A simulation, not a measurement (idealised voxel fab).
The following is a process module called voxel ribs on slabs.
The cross-section on display is named cut; it measures 220 nm wide, and its cells are 5 nm squares.
How to read a cross-section here: the picture is a grid of square cells, written as bands going from the top down, and any band can span one or more rows of cells.
Band: top height; bottom height; in nm. Then, left to right: material with width in nm, for each material. "all across": a single material spanning edge to edge. "empty": empty space.
Convention: height 0 is the level below which the wafer, as received, is all one material. The lowest band does not terminate at the bottom but continues downward, represented as "0 and below".
You'd read "30->40" like this: the band's top row of cells is as wide as the first number, its bottom row is as wide as the second, and going down, every row changes width by the same amount as the row before did.
The cross-section has no changed cell in any step marked "no alteration".
"Closed void inventory": sealed empty spaces, 8 cells or more, no open way to top, listed width x height at distance, with distance from the left edge and width, height and distance in nm.
after a step's settings: what the simulator itself notes on the step
overlay nm: mask right of planned place by this much (step with mask). Neg. = left.
THE FOLLOWING LIST GIVES THE PLANNED PROCESS STEPS
1) op RECEIVE | material Si
2) op DIRECTIONAL_DEP | material SiO2 | thk nm 20
3) op DIRECTIONAL_DEP | material SiN | thk nm 25
4) op DIRECTIONAL_DEP | material aC | thk nm 15
5) op PATTERN | tone cover | mask id RIB | material resist | width nm 15 | thk nm 30 | overlay nm 0
6) op DIRECTIONAL_ETCH | etch materials aC | depth nm 15
7) op STRIP | etch materials resist
8) op DIRECTIONAL_ETCH | etch materials SiN | depth nm 20
9) op STRIP | etch materials aC
10) op DIRECTIONAL_DEP | material aC | thk nm 10
11) op PATTERN | tone cover | mask id SLAB | material resist | width nm 45 | thk nm 30 | overlay nm 0
12) op DIRECTIONAL_ETCH | etch materials aC | depth nm 10
13) op STRIP | etch materials resist
14) op DIRECTIONAL_ETCH | etch materials SiN | depth nm 5
15) op STRIP | etch materials aC
16) op FILL_DEP | material SiO2 | thk nm 25
17) op CMP | height nm 60
18) op DIRECTIONAL_DEP | material TiN | thk nm 5
19) op MASKED_ETCH | tone cover | mask id HEATER | width nm 25 | etch materials TiN | depth nm 5 | overlay nm 0
20) op CONFORMAL_DEP | material SiO2 | thk nm 10
AS RECEIVED, AFTER STEP 1
0 and below  Si all across
Closed void inventory: none
FIRST OF TWO WAFERS, END-OF-MODULE SECTION, RUN FOLLOWED PLAN
75 down to 70  empty 85 nm; SiO2 45 nm; empty 90 nm
70 down to 65  SiO2 all across
65 down to 60  SiO2 95 nm; TiN 25 nm; SiO2 100 nm
60 down to 45  SiO2 all across
45 down to 25  SiO2 100 nm; SiN 15 nm; SiO2 105 nm
25 down to 20  SiO2 85 nm; SiN 45 nm; SiO2 90 nm
20 down to 0  SiO2 all across
0 and below  Si all across
Closed void inventory: none
MODULE END: CROSS-SECTION OF WAFER TWO OF TWO. SAME START AND PROCESS PLAN AS THE FIRST WAFER. ONE MISTAKE DURING EXECUTION
75 down to 70  empty 85 nm; SiO2 45 nm; empty 90 nm
70 down to 65  SiO2 all across
65 down to 60  SiO2 95 nm; TiN 25 nm; SiO2 100 nm
60 down to 45  SiO2 all across
45 down to 25  SiO2 110 nm; SiN 15 nm; SiO2 95 nm
25 down to 20  SiO2 85 nm; SiN 45 nm; SiO2 90 nm
20 down to 0  SiO2 all across
0 and below  Si all across
Closed void inventory: none
What was the processing mistake? step 5 did not use the planned setting and instead ran as op PATTERN | tone cover | mask id RIB | material resist | width nm 15 | thk nm 30 | overlay nm 10
End check, second vs first wafer: material counts in cells match, positions do not.
